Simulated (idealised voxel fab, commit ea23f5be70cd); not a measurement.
Process module, titled voxel ribs on slabs
Cross-sectional view cut (width: 210 nm; square cell size: 5 nm).
Throughout this document, each cross-section is represented as a grid of square cells and is presented as a sequence of bands enumerated from the top downward, where a band comprises one or more rows of cells.
Band: top height; bottom height; in nm. Then, left to right: material with width in nm, for each material. "edge to edge": a single material spanning edge to edge. "blank": empty space.
Convention: height 0 is the level below which the wafer, as received, is all one material. The lowest band does not terminate at the bottom but continues downward, represented as "from 0 down".
Think of "30..40" as a width that walks from the first number to the second as you go down the band, top row to bottom row, taking equal-sized steps from row to row.
What does "identical to before" mean for a step? It means no cell of the cross-section changed in that step.
"Closed cavities": empty spaces of 8 cells or more with no open way to the top, each given as width x height at distance, distance from the left edge, all in nm.
The remark found on a step's line after its settings is issued by the simulator itself and pertains to that step.
When a step includes a mask, the "overlay nm" setting on its line states how far to the right of its planned place that mask lay, and negative values state how far to the left.
Process steps foreseen in the plan
1 RECEIVE: material Si
2 DIRECTIONAL_DEP: material SiO2, thk nm 20
3 DIRECTIONAL_DEP: material SiN, thk nm 20
4 PATTERN: tone cover, mask id RIB, material resist, width nm 30, thk nm 20, overlay nm 0
5 DIRECTIONAL_ETCH: etch materials SiN, depth nm 15
6 STRIP: etch materials resist
7 PATTERN: tone cover, mask id SLAB, material resist, width nm 90, thk nm 20, overlay nm 0
8 DIRECTIONAL_ETCH: etch materials SiN, depth nm 5
9 STRIP: etch materials resist
10 FILL_DEP: material SiO2, thk nm 15
11 CMP: height nm 50
12 DIRECTIONAL_DEP: material W, thk nm 5
13 PATTERN: tone cover, mask id HEATER, material resist, width nm 40, thk nm 20, overlay nm 0
14 DIRECTIONAL_ETCH: etch materials W, depth nm 5
15 STRIP: etch materials resist
16 CONFORMAL_DEP: material SiN, thk nm 5
Cross-section: wafer on arrival = after step 1
> from 0 down = Si edge to edge
> Closed cavities: none
Wafer at module end, in section. Began as above, planned as above, run with one mistake
> from 60 to 55 = blank: 80 | SiN: 50 | blank: 80
> from 55 to 50 = SiN: 85 | W: 40 | SiN: 85
> from 50 to 40 = SiO2 edge to edge
> from 40 to 35 = SiO2: 60 | SiN: 30 | SiO2: 30 | SiN: 30 | SiO2: 60
> from 35 to 25 = SiN: 90 | SiO2: 30 | SiN: 90
> from 25 to 20 = SiN edge to edge
> from 20 to 0 = SiO2 edge to edge
> from 0 down = Si edge to edge
> Closed cavities: none
Deviation from plan: planned and actual differ for step 4; actual: PATTERN: tone open, mask id RIB, material resist, width nm 30, thk nm 20, overlay nm 0
